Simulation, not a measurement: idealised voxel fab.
Title: Process Module voxel transistor to metal
In the cross-section labelled cut, the width is 210 nm and each square cell is 5 nm.
Cross-section format: a grid of square cells, given as bands from top to bottom; each band is one or more rows of cells.
The entry gives the band's vertical extent as a top height and a bottom height in nm, then its horizontal make-up as materials from left to right, each with a width in nm. "air" stands for empty space; a single material marked "everywhere" fills the band edge to edge.
Height reference: 0 = level under which incoming wafer is all one material. Lowest band: no bottom, runs on downward, e.g. "0 down".
So if you see something like "30..40" for the width, read it as the top row of the band sitting at the first number and the bottom row at the second, with every row in between moving by the same amount as the last.
The designation "nothing changed", where it is given for a processing step, indicates that no cell of the cross-section was altered in the course of that step.
What "Sealed cavities" gives you is every empty space of 8 cells or more that is cut off from the top. Each appears as width x height at distance, with the distance taken from the left edge and width, height and distance all in nm.
Read whatever lies past the settings on a step's line as the simulator's own remark about the step.
"overlay nm" on a masked step: distance the mask lay right of its planned place, negative for left.

HERE'S WHAT THE PLANNED PROCESS STEPS LOOK LIKE
1) op RECEIVE | material Si
2) op OXIDIZE | depth nm 5
3) op CONFORMAL_DEP | material SiN | thk nm 10
4) op DIRECTIONAL_DEP | material aC | thk nm 10
5) op PATTERN | tone cover | mask id ACTIVE | material resist | width nm 85 | thk nm 30 | overlay nm 0
6) op DIRECTIONAL_ETCH | etch materials aC | depth nm 10
7) op STRIP | etch materials resist
8) op DIRECTIONAL_ETCH | etch materials SiN | depth nm 10
9) op DIRECTIONAL_ETCH | etch materials SiO2 | depth nm 5
10) op DIRECTIONAL_ETCH | etch materials Si | depth nm 25
11) op STRIP | etch materials aC
12) op OXIDIZE | depth nm 5
13) op FILL_DEP | material SiO2 | thk nm 15
14) op CMP | height nm 10
15) op SELECTIVE_ETCH | etch materials SiO2 | depth nm 5
16) op STRIP | etch materials SiN
17) op SELECTIVE_ETCH | etch materials SiO2 | depth nm 5
18) op OXIDIZE | depth nm 5
19) op DIRECTIONAL_DEP | material polySi | thk nm 25
20) op DIRECTIONAL_DEP | material SiCN | thk nm 10
21) op DIRECTIONAL_DEP | material aC | thk nm 15
22) op PATTERN | tone cover | mask id GATE | material resist | width nm 15 | thk nm 35 | overlay nm 0
23) op DIRECTIONAL_ETCH | etch materials aC | depth nm 15
24) op STRIP | etch materials resist
25) op DIRECTIONAL_ETCH | etch materials SiCN | depth nm 20
26) op DIRECTIONAL_ETCH | etch materials polySi | depth nm 35
27) op STRIP | etch materials aC
28) op CONFORMAL_DEP | material SiO2 | thk nm 5
29) op DIRECTIONAL_ETCH | etch materials SiO2 | depth nm 5
30) op CONFORMAL_DEP | material SiN | thk nm 5
31) op DIRECTIONAL_ETCH | etch materials SiN | depth nm 5
32) op DIRECTIONAL_ETCH | etch materials SiO2 | depth nm 5
33) op EPI | material pSi | thk nm 5
34) op FILL_DEP | material SiO2 | thk nm 10
35) op CMP | height nm 30
36) op DIRECTIONAL_DEP | material SiO2 | thk nm 15
37) op PATTERN | tone open | mask id CONTACT | material resist | width nm 25 | pitch nm 50 | thk nm 20 | overlay nm 0
38) op DIRECTIONAL_ETCH | etch materials SiO2 | depth nm 50
39) op STRIP | etch materials resist
40) op CONFORMAL_DEP | material TiN | thk nm 5
41) op FILL_DEP | material W | thk nm 5
42) op CMP | height nm 45
43) op CONFORMAL_DEP | material SiN | thk nm 5
44) op DIRECTIONAL_DEP | material lowk | thk nm 25
45) op DIRECTIONAL_DEP | material aC | thk nm 10
46) op PATTERN | tone open | mask id METAL_1 | material resist | width nm 15 | pitch nm 60 | thk nm 25 | overlay nm 0
47) op DIRECTIONAL_ETCH | etch materials aC | depth nm 10
48) op STRIP | etch materials resist
49) op DIRECTIONAL_ETCH | etch materials lowk | depth nm 25
50) op DIRECTIONAL_ETCH | etch materials SiN | depth nm 5
51) op STRIP | etch materials aC
52) op CONFORMAL_DEP | material TiN | thk nm 5
53) op FILL_DEP | material W | thk nm 10
54) op CMP | height nm 75
55) op CONFORMAL_DEP | material SiCN | thk nm 5
56) op DIRECTIONAL_DEP | material lowk | thk nm 35
57) op PATTERN | tone open | mask id METAL_2 | material resist | width nm 15 | pitch nm 60 | thk nm 20 | overlay nm 0
58) op DIRECTIONAL_ETCH | etch materials lowk | depth nm 20
59) op STRIP | etch materials resist
60) op PATTERN | tone open | mask id METAL_2_HOLES | material resist | width nm 15 | pitch nm 60 | thk nm 15 | overlay nm 0
61) op DIRECTIONAL_ETCH | etch materials lowk | depth nm 15
62) op DIRECTIONAL_ETCH | etch materials SiCN | depth nm 5
63) op STRIP | etch materials resist
64) op CONFORMAL_DEP | material TiN | thk nm 5
65) op FILL_DEP | material Cu | thk nm 5
66) op CMP | height nm 115
67) op CONFORMAL_DEP | material SiN | thk nm 5

SO, THE FIRST OF OUR TWO WAFERS, RUN JUST AS WE PLANNED IT

HERE'S WHAT THE WAFER LOOKED LIKE IN CROSS-SECTION WHEN IT ARRIVED - THAT'S AFTER STEP 1
	0 down  Si everywhere
	Sealed cavities: none

CROSS-SECTION: WAFER STATE AFTER STEP 2
	0 to -5  SiO2 everywhere
	Nothing below the height -5 has changed.

CROSS-SECTION: WAFER STATE AFTER STEP 3
	10 to 0  SiN everywhere
	Nothing below the height 0 has changed.

CROSS-SECTION: WAFER STATE AFTER STEP 4
	20 to 10  aC everywhere
	Nothing below the height 10 has changed.

CROSS-SECTION: WAFER STATE AFTER STEP 5
	50 to 20  air: 60, resist: 85, air: 65
	Nothing below the height 20 has changed.

CROSS-SECTION: WAFER STATE AFTER STEP 6
	40 to 20  air: 60, resist: 85, air: 65
	20 to 10  air: 60, aC: 85, air: 65
	Nothing below the height 10 has changed.

CROSS-SECTION: WAFER STATE AFTER STEP 7
	20 to 10  air: 60, aC: 85, air: 65
	Nothing below the height 10 has changed.

CROSS-SECTION: WAFER STATE AFTER STEP 8
	20 to 10  air: 60, aC: 85, air: 65
	10 to 0  air: 60, SiN: 85, air: 65
	Nothing below the height 0 has changed.

CROSS-SECTION: WAFER STATE AFTER STEP 9
	20 to 10  air: 60, aC: 85, air: 65
	10 to 0  air: 60, SiN: 85, air: 65
	0 to -5  air: 60, SiO2: 85, air: 65
	Nothing below the height -5 has changed.

CROSS-SECTION: WAFER STATE AFTER STEP 10
	20 to 10  air: 60, aC: 85, air: 65
	10 to 0  air: 60, SiN: 85, air: 65
	0 to -5  air: 60, SiO2: 85, air: 65
	-5 to -30  air: 60, Si: 85, air: 65
	Nothing below the height -30 has changed.

CROSS-SECTION: WAFER STATE AFTER STEP 11
	10 to 0  air: 60, SiN: 85, air: 65
	Nothing below the height 0 has changed.

CROSS-SECTION: WAFER STATE AFTER STEP 12
	10 to 0  air: 60, SiN: 85, air: 65
	0 to -5  air: 60, SiO2: 85, air: 65
	-5 to -30  air: 60, SiO2: 5, Si: 75, SiO2: 5, air: 65
	-30 to -35  SiO2: 65, Si: 75, SiO2: 70
	Nothing below the height -35 has changed.

CROSS-SECTION: WAFER STATE AFTER STEP 13
	25 to 10  SiO2 everywhere
	10 to 0  SiO2: 60, SiN: 85, SiO2: 65
	0 to -5  SiO2 everywhere
	-5 to -35  SiO2: 65, Si: 75, SiO2: 70
	Nothing below the height -35 has changed.

CROSS-SECTION: WAFER STATE AFTER STEP 14
	10 to 0  SiO2: 60, SiN: 85, SiO2: 65
	Nothing below the height 0 has changed.

CROSS-SECTION: WAFER STATE AFTER STEP 15
	10 to 5  air: 60, SiN: 85, air: 65
	Nothing below the height 5 has changed.

CROSS-SECTION: WAFER STATE AFTER STEP 16
	5 to 0  SiO2: 60, air: 85, SiO2: 65
	Nothing below the height 0 has changed.

CROSS-SECTION: WAFER STATE AFTER STEP 17
	0 to -5  SiO2: 55, air: 95, SiO2: 60
	Nothing below the height -5 has changed.

CROSS-SECTION: WAFER STATE AFTER STEP 18
	0 to -5  SiO2: 55, air: 95, SiO2: 60
	-5 to -10  SiO2 everywhere
	Nothing below the height -10 has changed.

CROSS-SECTION: WAFER STATE AFTER STEP 19
	25 to 20  polySi: 55, air: 95, polySi: 60
	20 to 0  polySi everywhere
	0 to -5  SiO2: 55, polySi: 95, SiO2: 60
	Nothing below the height -5 has changed.

CROSS-SECTION: WAFER STATE AFTER STEP 20
	35 to 30  SiCN: 55, air: 95, SiCN: 60
	30 to 25  SiCN everywhere
	25 to 20  polySi: 55, SiCN: 95, polySi: 60
	Nothing below the height 20 has changed.

CROSS-SECTION: WAFER STATE AFTER STEP 21
	50 to 45  aC: 55, air: 95, aC: 60
	45 to 35  aC everywhere
	35 to 30  SiCN: 55, aC: 95, SiCN: 60
	Nothing below the height 30 has changed.

CROSS-SECTION: WAFER STATE AFTER STEP 22
	85 to 50  air: 95, resist: 15, air: 100
	50 to 45  aC: 55, air: 40, resist: 15, air: 40, aC: 60
	Nothing below the height 45 has changed.

CROSS-SECTION: WAFER STATE AFTER STEP 23
	70 to 45  air: 95, resist: 15, air: 100
	45 to 35  air: 95, aC: 15, air: 100
	35 to 30  SiCN: 55, air: 40, aC: 15, air: 40, SiCN: 60
	Nothing below the height 30 has changed.

CROSS-SECTION: WAFER STATE AFTER STEP 24
	45 to 35  air: 95, aC: 15, air: 100
	Nothing below the height 35 has changed.

CROSS-SECTION: WAFER STATE AFTER STEP 25
	45 to 30  air: 95, aC: 15, air: 100
	30 to 25  air: 95, SiCN: 15, air: 100
	25 to 20  polySi: 55, air: 40, SiCN: 15, air: 40, polySi: 60
	Nothing below the height 20 has changed.

CROSS-SECTION: WAFER STATE AFTER STEP 26
	45 to 30  air: 95, aC: 15, air: 100
	30 to 20  air: 95, SiCN: 15, air: 100
	20 to 0  air: 95, polySi: 15, air: 100
	0 to -5  SiO2: 55, air: 40, polySi: 15, air: 40, SiO2: 60
	Nothing below the height -5 has changed.

CROSS-SECTION: WAFER STATE AFTER STEP 27
	30 to 20  air: 95, SiCN: 15, air: 100
	Nothing below the height 20 has changed.

CROSS-SECTION: WAFER STATE AFTER STEP 28
	35 to 30  air: 90, SiO2: 25, air: 95
	30 to 20  air: 90, SiO2: 5, SiCN: 15, SiO2: 5, air: 95
	20 to 5  air: 90, SiO2: 5, polySi: 15, SiO2: 5, air: 95
	5 to 0  SiO2: 60, air: 30, SiO2: 5, polySi: 15, SiO2: 5, air: 30, SiO2: 65
	0 to -5  SiO2: 95, polySi: 15, SiO2: 100
	Nothing below the height -5 has changed.

CROSS-SECTION: WAFER STATE AFTER STEP 29
	30 to 20  air: 90, SiO2: 5, SiCN: 15, SiO2: 5, air: 95
	20 to 0  air: 90, SiO2: 5, polySi: 15, SiO2: 5, air: 95
	0 to -5  SiO2: 60, air: 30, SiO2: 5, polySi: 15, SiO2: 5, air: 30, SiO2: 65
	Nothing below the height -5 has changed.

CROSS-SECTION: WAFER STATE AFTER STEP 30
	35 to 30  air: 85, SiN: 35, air: 90
	30 to 20  air: 85, SiN: 5, SiO2: 5, SiCN: 15, SiO2: 5, SiN: 5, air: 90
	20 to 5  air: 85, SiN: 5, SiO2: 5, polySi: 15, SiO2: 5, SiN: 5, air: 90
	5 to 0  SiN: 65, air: 20, SiN: 5, SiO2: 5, polySi: 15, SiO2: 5, SiN: 5, air: 20, SiN: 70
	0 to -5  SiO2: 60, SiN: 30, SiO2: 5, polySi: 15, SiO2: 5, SiN: 30, SiO2: 65
	Nothing below the height -5 has changed.

CROSS-SECTION: WAFER STATE AFTER STEP 31
	30 to 20  air: 85, SiN: 5, SiO2: 5, SiCN: 15, SiO2: 5, SiN: 5, air: 90
	20 to 0  air: 85, SiN: 5, SiO2: 5, polySi: 15, SiO2: 5, SiN: 5, air: 90
	0 to -5  SiO2: 60, SiN: 5, air: 20, SiN: 5, SiO2: 5, polySi: 15, SiO2: 5, SiN: 5, air: 20, SiN: 5, SiO2: 65
	Nothing below the height -5 has changed.

CROSS-SECTION: WAFER STATE AFTER STEP 32
	30 to 25  air: 85, SiN: 5, air: 5, SiCN: 15, air: 5, SiN: 5, air: 90
	25 to 20  air: 85, SiN: 5, SiO2: 5, SiCN: 15, SiO2: 5, SiN: 5, air: 90
	20 to 0  air: 85, SiN: 5, SiO2: 5, polySi: 15, SiO2: 5, SiN: 5, air: 90
	0 to -5  air: 60, SiN: 5, air: 20, SiN: 5, SiO2: 5, polySi: 15, SiO2: 5, SiN: 5, air: 20, SiN: 5, air: 65
	-5 to -10  SiO2: 65, air: 20, SiO2: 35, air: 20, SiO2: 70
	Nothing below the height -10 has changed.

CROSS-SECTION: WAFER STATE AFTER STEP 33
	30 to 25  air: 85, SiN: 5, air: 5, SiCN: 15, air: 5, SiN: 5, air: 90
	25 to 20  air: 85, SiN: 5, SiO2: 5, SiCN: 15, SiO2: 5, SiN: 5, air: 90
	20 to 0  air: 85, SiN: 5, SiO2: 5, polySi: 15, SiO2: 5, SiN: 5, air: 90
	0 to -5  air: 60, SiN: 5, air: 20, SiN: 5, SiO2: 5, polySi: 15, SiO2: 5, SiN: 5, air: 20, SiN: 5, air: 65
	-5 to -10  SiO2: 65, pSi: 20, SiO2: 35, pSi: 20, SiO2: 70
	Nothing below the height -10 has changed.

CROSS-SECTION: WAFER STATE AFTER STEP 34
	40 to 30  SiO2 everywhere
	30 to 20  SiO2: 85, SiN: 5, SiO2: 5, SiCN: 15, SiO2: 5, SiN: 5, SiO2: 90
	20 to 0  SiO2: 85, SiN: 5, SiO2: 5, polySi: 15, SiO2: 5, SiN: 5, SiO2: 90
	0 to -5  SiO2: 60, SiN: 5, SiO2: 20, SiN: 5, SiO2: 5, polySi: 15, SiO2: 5, SiN: 5, SiO2: 20, SiN: 5, SiO2: 65
	Nothing below the height -5 has changed.

CROSS-SECTION: WAFER STATE AFTER STEP 35
	30 to 20  SiO2: 85, SiN: 5, SiO2: 5, SiCN: 15, SiO2: 5, SiN: 5, SiO2: 90
	Nothing below the height 20 has changed.

CROSS-SECTION: WAFER STATE AFTER STEP 36
	45 to 30  SiO2 everywhere
	Nothing below the height 30 has changed.

CROSS-SECTION: WAFER STATE AFTER STEP 37
	65 to 45  resist: 65, air: 25, resist: 25, air: 25, resist: 70
	Nothing below the height 45 has changed.

CROSS-SECTION: WAFER STATE AFTER STEP 38
	65 to 45  resist: 65, air: 25, resist: 25, air: 25, resist: 70
	45 to 30  SiO2: 65, air: 25, SiO2: 25, air: 25, SiO2: 70
	30 to 20  SiO2: 65, air: 20, SiN: 5, SiO2: 5, SiCN: 15, SiO2: 5, SiN: 5, air: 20, SiO2: 70
	20 to 0  SiO2: 65, air: 20, SiN: 5, SiO2: 5, polySi: 15, SiO2: 5, SiN: 5, air: 20, SiO2: 70
	0 to -5  SiO2: 60, SiN: 5, air: 20, SiN: 5, SiO2: 5, polySi: 15, SiO2: 5, SiN: 5, air: 20, SiN: 5, SiO2: 65
	Nothing below the height -5 has changed.

CROSS-SECTION: WAFER STATE AFTER STEP 39
	45 to 30  SiO2: 65, air: 25, SiO2: 25, air: 25, SiO2: 70
	Nothing below the height 30 has changed.

CROSS-SECTION: WAFER STATE AFTER STEP 40
	50 to 45  TiN: 70, air: 15, TiN: 35, air: 15, TiN: 75
	45 to 35  SiO2: 65, TiN: 5, air: 15, TiN: 5, SiO2: 25, TiN: 5, air: 15, TiN: 5, SiO2: 70
	35 to 30  SiO2: 65, TiN: 5, air: 10, TiN: 10, SiO2: 25, TiN: 10, air: 10, TiN: 5, SiO2: 70
	30 to 20  SiO2: 65, TiN: 5, air: 10, TiN: 5, SiN: 5, SiO2: 5, SiCN: 15, SiO2: 5, SiN: 5, TiN: 5, air: 10, TiN: 5, SiO2: 70
	20 to 0  SiO2: 65, TiN: 5, air: 10, TiN: 5, SiN: 5, SiO2: 5, polySi: 15, SiO2: 5, SiN: 5, TiN: 5, air: 10, TiN: 5, SiO2: 70
	0 to -5  SiO2: 60, SiN: 5, TiN: 20, SiN: 5, SiO2: 5, polySi: 15, SiO2: 5, SiN: 5, TiN: 20, SiN: 5, SiO2: 65
	Nothing below the height -5 has changed.

CROSS-SECTION: WAFER STATE AFTER STEP 41
	55 to 50  W everywhere
	50 to 45  TiN: 70, W: 15, TiN: 35, W: 15, TiN: 75
	45 to 35  SiO2: 65, TiN: 5, W: 15, TiN: 5, SiO2: 25, TiN: 5, W: 15, TiN: 5, SiO2: 70
	35 to 30  SiO2: 65, TiN: 5, W: 10, TiN: 10, SiO2: 25, TiN: 10, W: 10, TiN: 5, SiO2: 70
	30 to 20  SiO2: 65, TiN: 5, W: 10, TiN: 5, SiN: 5, SiO2: 5, SiCN: 15, SiO2: 5, SiN: 5, TiN: 5, W: 10, TiN: 5, SiO2: 70
	20 to 0  SiO2: 65, TiN: 5, W: 10, TiN: 5, SiN: 5, SiO2: 5, polySi: 15, SiO2: 5, SiN: 5, TiN: 5, W: 10, TiN: 5, SiO2: 70
	Nothing below the height 0 has changed.

CROSS-SECTION: WAFER STATE AFTER STEP 42
	45 to 35  SiO2: 65, TiN: 5, W: 15, TiN: 5, SiO2: 25, TiN: 5, W: 15, TiN: 5, SiO2: 70
	Nothing below the height 35 has changed.

CROSS-SECTION: WAFER STATE AFTER STEP 43
	50 to 45  SiN everywhere
	Nothing below the height 45 has changed.

CROSS-SECTION: WAFER STATE AFTER STEP 44
	75 to 50  lowk everywhere
	Nothing below the height 50 has changed.

CROSS-SECTION: WAFER STATE AFTER STEP 45
	85 to 75  aC everywhere
	Nothing below the height 75 has changed.

CROSS-SECTION: WAFER STATE AFTER STEP 46
	110 to 85  resist: 65, air: 15, resist: 45, air: 15, resist: 70
	Nothing below the height 85 has changed.

CROSS-SECTION: WAFER STATE AFTER STEP 47
	100 to 85  resist: 65, air: 15, resist: 45, air: 15, resist: 70
	85 to 75  aC: 65, air: 15, aC: 45, air: 15, aC: 70
	Nothing below the height 75 has changed.

CROSS-SECTION: WAFER STATE AFTER STEP 48
	85 to 75  aC: 65, air: 15, aC: 45, air: 15, aC: 70
	Nothing below the height 75 has changed.

CROSS-SECTION: WAFER STATE AFTER STEP 49
	85 to 75  aC: 65, air: 15, aC: 45, air: 15, aC: 70
	75 to 50  lowk: 65, air: 15, lowk: 45, air: 15, lowk: 70
	Nothing below the height 50 has changed.

CROSS-SECTION: WAFER STATE AFTER STEP 50
	85 to 75  aC: 65, air: 15, aC: 45, air: 15, aC: 70
	75 to 50  lowk: 65, air: 15, lowk: 45, air: 15, lowk: 70
	50 to 45  SiN: 65, air: 15, SiN: 45, air: 15, SiN: 70
	Nothing below the height 45 has changed.

CROSS-SECTION: WAFER STATE AFTER STEP 51
	75 to 50  lowk: 65, air: 15, lowk: 45, air: 15, lowk: 70
	Nothing below the height 50 has changed.

CROSS-SECTION: WAFER STATE AFTER STEP 52
	80 to 75  TiN: 70, air: 5, TiN: 55, air: 5, TiN: 75
	75 to 50  lowk: 65, TiN: 5, air: 5, TiN: 5, lowk: 45, TiN: 5, air: 5, TiN: 5, lowk: 70
	50 to 45  SiN: 65, TiN: 15, SiN: 45, TiN: 15, SiN: 70
	Nothing below the height 45 has changed.

CROSS-SECTION: WAFER STATE AFTER STEP 53
	90 to 80  W everywhere
	80 to 75  TiN: 70, W: 5, TiN: 55, W: 5, TiN: 75
	75 to 50  lowk: 65, TiN: 5, W: 5, TiN: 5, lowk: 45, TiN: 5, W: 5, TiN: 5, lowk: 70
	Nothing below the height 50 has changed.

CROSS-SECTION: WAFER STATE AFTER STEP 54
	75 to 50  lowk: 65, TiN: 5, W: 5, TiN: 5, lowk: 45, TiN: 5, W: 5, TiN: 5, lowk: 70
	Nothing below the height 50 has changed.

CROSS-SECTION: WAFER STATE AFTER STEP 55
	80 to 75  SiCN everywhere
	Nothing below the height 75 has changed.

CROSS-SECTION: WAFER STATE AFTER STEP 56
	115 to 80  lowk everywhere
	Nothing below the height 80 has changed.

CROSS-SECTION: WAFER STATE AFTER STEP 57
	135 to 115  resist: 65, air: 15, resist: 45, air: 15, resist: 70
	Nothing below the height 115 has changed.

CROSS-SECTION: WAFER STATE AFTER STEP 58
	135 to 115  resist: 65, air: 15, resist: 45, air: 15, resist: 70
	115 to 95  lowk: 65, air: 15, lowk: 45, air: 15, lowk: 70
	Nothing below the height 95 has changed.

CROSS-SECTION: WAFER STATE AFTER STEP 59
	115 to 95  lowk: 65, air: 15, lowk: 45, air: 15, lowk: 70
	Nothing below the height 95 has changed.

CROSS-SECTION: WAFER STATE AFTER STEP 60
	130 to 115  resist: 65, air: 15, resist: 45, air: 15, resist: 70
	Nothing below the height 115 has changed.

CROSS-SECTION: WAFER STATE AFTER STEP 61
	130 to 115  resist: 65, air: 15, resist: 45, air: 15, resist: 70
	115 to 80  lowk: 65, air: 15, lowk: 45, air: 15, lowk: 70
	Nothing below the height 80 has changed.

CROSS-SECTION: WAFER STATE AFTER STEP 62
	130 to 115  resist: 65, air: 15, resist: 45, air: 15, resist: 70
	115 to 80  lowk: 65, air: 15, lowk: 45, air: 15, lowk: 70
	80 to 75  SiCN: 65, air: 15, SiCN: 45, air: 15, SiCN: 70
	Nothing below the height 75 has changed.

CROSS-SECTION: WAFER STATE AFTER STEP 63
	115 to 80  lowk: 65, air: 15, lowk: 45, air: 15, lowk: 70
	Nothing below the height 80 has changed.

CROSS-SECTION: WAFER STATE AFTER STEP 64
	120 to 115  TiN: 70, air: 5, TiN: 55, air: 5, TiN: 75
	115 to 80  lowk: 65, TiN: 5, air: 5, TiN: 5, lowk: 45, TiN: 5, air: 5, TiN: 5, lowk: 70
	80 to 75  SiCN: 65, TiN: 15, SiCN: 45, TiN: 15, SiCN: 70
	Nothing below the height 75 has changed.

CROSS-SECTION: WAFER STATE AFTER STEP 65
	125 to 120  Cu everywhere
	120 to 115  TiN: 70, Cu: 5, TiN: 55, Cu: 5, TiN: 75
	115 to 80  lowk: 65, TiN: 5, Cu: 5, TiN: 5, lowk: 45, TiN: 5, Cu: 5, TiN: 5, lowk: 70
	Nothing below the height 80 has changed.

CROSS-SECTION: WAFER STATE AFTER STEP 66
	115 to 80  lowk: 65, TiN: 5, Cu: 5, TiN: 5, lowk: 45, TiN: 5, Cu: 5, TiN: 5, lowk: 70
	Nothing below the height 80 has changed.

CROSS-SECTION: WAFER STATE AFTER STEP 67
	120 to 115  SiN everywhere
	Nothing below the height 115 has changed.

SECOND WAFER. START AND PLAN AS FOR THE FIRST. ONE MISTAKE MADE IN RUNNING. AGREES WITH THE FIRST UP TO AND INCLUDING STEP 54

CROSS-SECTION OF THE SECOND WAFER AT THE TIME BY WHICH STEP 55 SHOULD HAVE BEEN COMPLETED ACCORDING TO THE PLAN
	80 to 75  Cu everywhere
	Nothing below the height 75 has changed.

CROSS-SECTION OF THE SECOND WAFER AT THE TIME BY WHICH STEP 56 SHOULD HAVE BEEN COMPLETED ACCORDING TO THE PLAN
	115 to 80  lowk everywhere
	Nothing below the height 80 has changed.

CROSS-SECTION OF THE SECOND WAFER AT THE TIME BY WHICH STEP 57 SHOULD HAVE BEEN COMPLETED ACCORDING TO THE PLAN
	135 to 115  resist: 65, air: 15, resist: 45, air: 15, resist: 70
	Nothing below the height 115 has changed.

CROSS-SECTION OF THE SECOND WAFER AT THE TIME BY WHICH STEP 58 SHOULD HAVE BEEN COMPLETED ACCORDING TO THE PLAN
	135 to 115  resist: 65, air: 15, resist: 45, air: 15, resist: 70
	115 to 95  lowk: 65, air: 15, lowk: 45, air: 15, lowk: 70
	Nothing below the height 95 has changed.

CROSS-SECTION OF THE SECOND WAFER AT THE TIME BY WHICH STEP 59 SHOULD HAVE BEEN COMPLETED ACCORDING TO THE PLAN
	115 to 95  lowk: 65, air: 15, lowk: 45, air: 15, lowk: 70
	Nothing below the height 95 has changed.

CROSS-SECTION OF THE SECOND WAFER AT THE TIME BY WHICH STEP 60 SHOULD HAVE BEEN COMPLETED ACCORDING TO THE PLAN
	130 to 115  resist: 65, air: 15, resist: 45, air: 15, resist: 70
	Nothing below the height 115 has changed.

CROSS-SECTION OF THE SECOND WAFER AT THE TIME BY WHICH STEP 61 SHOULD HAVE BEEN COMPLETED ACCORDING TO THE PLAN
	130 to 115  resist: 65, air: 15, resist: 45, air: 15, resist: 70
	115 to 80  lowk: 65, air: 15, lowk: 45, air: 15, lowk: 70
	Nothing below the height 80 has changed.

Cross-section of the second wafer at the time by which step 62 should have been completed according to the plan: nothing changed

CROSS-SECTION OF THE SECOND WAFER AT THE TIME BY WHICH STEP 63 SHOULD HAVE BEEN COMPLETED ACCORDING TO THE PLAN
	115 to 80  lowk: 65, air: 15, lowk: 45, air: 15, lowk: 70
	Nothing below the height 80 has changed.

CROSS-SECTION OF THE SECOND WAFER AT THE TIME BY WHICH STEP 64 SHOULD HAVE BEEN COMPLETED ACCORDING TO THE PLAN
	120 to 115  TiN: 70, air: 5, TiN: 55, air: 5, TiN: 75
	115 to 85  lowk: 65, TiN: 5, air: 5, TiN: 5, lowk: 45, TiN: 5, air: 5, TiN: 5, lowk: 70
	85 to 80  lowk: 65, TiN: 15, lowk: 45, TiN: 15, lowk: 70
	Nothing below the height 80 has changed.

CROSS-SECTION OF THE SECOND WAFER AT THE TIME BY WHICH STEP 65 SHOULD HAVE BEEN COMPLETED ACCORDING TO THE PLAN
	125 to 120  Cu everywhere
	120 to 115  TiN: 70, Cu: 5, TiN: 55, Cu: 5, TiN: 75
	115 to 85  lowk: 65, TiN: 5, Cu: 5, TiN: 5, lowk: 45, TiN: 5, Cu: 5, TiN: 5, lowk: 70
	Nothing below the height 85 has changed.

CROSS-SECTION OF THE SECOND WAFER AT THE TIME BY WHICH STEP 66 SHOULD HAVE BEEN COMPLETED ACCORDING TO THE PLAN
	115 to 85  lowk: 65, TiN: 5, Cu: 5, TiN: 5, lowk: 45, TiN: 5, Cu: 5, TiN: 5, lowk: 70
	Nothing below the height 85 has changed.

CROSS-SECTION OF THE SECOND WAFER AT THE TIME BY WHICH STEP 67 SHOULD HAVE BEEN COMPLETED ACCORDING TO THE PLAN
	120 to 115  SiN everywhere
	Nothing below the height 115 has changed.
What broke from the plan during processing? step 55 was not run as planned; what actually ran was op CONFORMAL_DEP | material Cu | thk nm 5
Materials where the second wafer ends with more or fewer cells than the first: 40 more of Cu; 36 fewer of SiCN; 4 fewer of TiN
